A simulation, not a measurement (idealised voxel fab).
process module | voxel released beams
Section cut is 295 nm wide and gridded with 5 nm square cells.
If you're reading a cross-section in this doc, picture square cells in a grid; it comes to you as bands, top ones listed first down to the bottom, and a band can be one or more rows of cells.
Quick guide to a band line: top height, bottom height (nm) up front; then every material left to right with its width in nm. Only one material and it's marked "all across"? Then it fills the band edge to edge. And "air" just means empty space.
Counting heights begins at 0, where everything beneath is, in the wafer as received, one material. The lowest band has no bottom; it goes on downwards, as "top 0, no bottom" shows.
The two numbers in a width such as "30->40" mark its ends across the band: the first belongs to the top row of cells, the second to the bottom row, and from each row to the next the width moves by the same amount.
"everything unchanged" for a step: no cell of the cross-section changed in that step.
The label "Closed void list" introduces a list of the empty spaces, 8 cells or larger, that have no open way up to the top; each entry in it reads width x height at distance, where the distance is taken from the left edge and all three are stated in nm.
If you see something after the settings on a step's line, that's the simulator's own remark about that step.
A step line may carry the setting "overlay nm", which, for steps involving a mask, states the distance by which the mask lay to the right of its intended position; negative values denote displacement to the left.
[The planned process steps are enumerated hereunder]
1) RECEIVE, material Si
2) CONFORMAL_DEP, material Al2O3, thk nm 10
3) DIRECTIONAL_DEP, material SiO2, thk nm 20
4) MASKED_ETCH, tone open, mask id ANCHOR, width nm 35, etch materials SiO2, depth nm 20, overlay nm 0
5) CONFORMAL_DEP, material W, thk nm 10
6) DIRECTIONAL_DEP, material aC, thk nm 15
7) PATTERN, tone cover, mask id BEAM, material resist, width nm 115, thk nm 35, overlay nm -15
8) DIRECTIONAL_ETCH, etch materials aC, depth nm 15
9) STRIP, etch materials resist
10) DIRECTIONAL_ETCH, etch materials W, depth nm 10
11) STRIP, etch materials aC
12) STRIP, etch materials SiO2
Don't read the plan's overlay nm for step 7 as applying to every wafer: that's the first wafer's value, and the wafers differ in it, though they all start identical.
[After step 1, as received: first of several wafers, cross-section]
- top 0, no bottom: Si all across
- Closed void list: none
[Wafer cross-section (first of several) - module end, post step 12 (last step)]
- top 40, bottom 30: 70 air  30 W  15 air  70 W  110 air
- top 30, bottom 20: 90 air  10 W  15 air  10 W  170 air
- top 20, bottom 10: 90 air  35 W  170 air
- top 10, bottom 0: Al2O3 all across
- top 0, no bottom: Si all across
- Closed void list: none
[X-section, last wafer, module end]
- top 40, bottom 30: 115 air  100 W  80 air
- top 30, bottom 20: 90 air  10 W  15 air  10 W  170 air
- top 20, bottom 10: 90 air  35 W  170 air
- top 10, bottom 0: Al2O3 all across
- top 0, no bottom: Si all across
- Closed void list: none
[The following table contains a row per wafer, in which are reported, at the conclusion of the module, the cells of each material gained (+) or lost (-) since the wafer's receipt, with its closed voids given thereafter]
overlay nm -15; +118 Al2O3; +62 W; Closed void list: none
overlay nm -10; +118 Al2O3; +62 W; Closed void list: none
overlay nm -5; +118 Al2O3; +62 W; Closed void list: none
overlay nm 0; +118 Al2O3; +62 W; Closed void list: none
overlay nm 5; +118 Al2O3; +62 W; Closed void list: none
overlay nm 10; +118 Al2O3; +62 W; Closed void list: none
overlay nm 15; +118 Al2O3; +62 W; Closed void list: none
